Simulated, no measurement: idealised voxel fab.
The following is a process module called voxel self aligned contacts.
The cross-section shown here is cut; it is 230 nm wide and divided into square cells measuring 5 nm on a side.
How to read a cross-section here: the picture is a grid of square cells, written as bands going from the top down, and any band can span one or more rows of cells. Top height, bottom height, nm. Materials left to right, width each, nm. Single material + "all across" = fills band edge to edge. "air" = empty. Heights are measured from 0, the level below which the as-received wafer is all one material; the lowest band has no bottom and continues downward, written as in "0 and below". A width given as "30..40" starts at the first number in the band's top row and ends at the second number in its bottom row, shifting by an equal amount at every step from row to row. Any step labelled "all unchanged" changed none of the cells in the cross-section. Reported under the label "Closed void entries" are the empty spaces having no open way to the top and comprising 8 cells or more; the notation for each is width x height at distance, in which the distance is measured from the left edge and all three values are in nm. Post-settings text on a step line: simulator's own remark regarding the step. overlay nm: on a step with a mask, how far right of its planned place the mask lay; negative means left.

STEPS IN THE PROCESS PLAN
1. RECEIVE, material Si
2. CONFORMAL_DEP, material SiO2, thk nm 5
3. DIRECTIONAL_DEP, material polySi, thk nm 20
4. DIRECTIONAL_DEP, material SiN, thk nm 15
5. DIRECTIONAL_DEP, material aC, thk nm 15
6. PATTERN, tone cover, mask id GATE, material resist, width nm 25, pitch nm 50, thk nm 30, overlay nm 0
7. DIRECTIONAL_ETCH, etch materials aC, depth nm 15
8. STRIP, etch materials resist
9. DIRECTIONAL_ETCH, etch materials SiN, depth nm 15
10. DIRECTIONAL_ETCH, etch materials polySi, depth nm 20
11. STRIP, etch materials aC
12. CONFORMAL_DEP, material SiN, thk nm 5
13. DIRECTIONAL_ETCH, etch materials SiN, depth nm 5
14. FILL_DEP, material SiO2, thk nm 15
15. CMP, height nm 50
16. PATTERN, tone open, mask id CONTACT, material resist, width nm 35, thk nm 15, overlay nm 0
17. DIRECTIONAL_ETCH, etch materials SiO2, depth nm 50
18. STRIP, etch materials resist
19. CONFORMAL_DEP, material TiN, thk nm 5
20. FILL_DEP, material Ru, thk nm 10
21. CMP, height nm 50
22. CONFORMAL_DEP, material SiN, thk nm 5

HERE'S WHAT THE WAFER LOOKED LIKE IN CROSS-SECTION WHEN IT ARRIVED - THAT'S AFTER STEP 1
    0 and below  Si all across
    Closed void entries: none

THE MODULE WAS RUN FROM THE START SHOWN ABOVE USING THE PLAN SHOWN ABOVE, BUT ONE MISTAKE WAS MADE DOING IT; THE RESULTING WAFER CROSS-SECTION IS BELOW
    55 down to 50  SiN all across
    50 down to 45  Ru all across
    45 down to 40  TiN=110; Ru=5; TiN=115
    40 down to 25  SiO2=70; SiN=35; TiN=5; Ru=5; TiN=5; SiN=35; SiO2=75
    25 down to 5  SiO2=70; SiN=5; polySi=25; SiN=5; TiN=5; Ru=5; TiN=5; SiN=5; polySi=25; SiN=5; SiO2=75
    5 down to 0  SiO2=105; TiN=15; SiO2=110
    0 and below  Si all across
    Closed void entries: none
So what did we get wrong on this run? it should be noted that step 15 was executed with settings other than those planned, the operation and settings actually applied being CMP, height nm 40
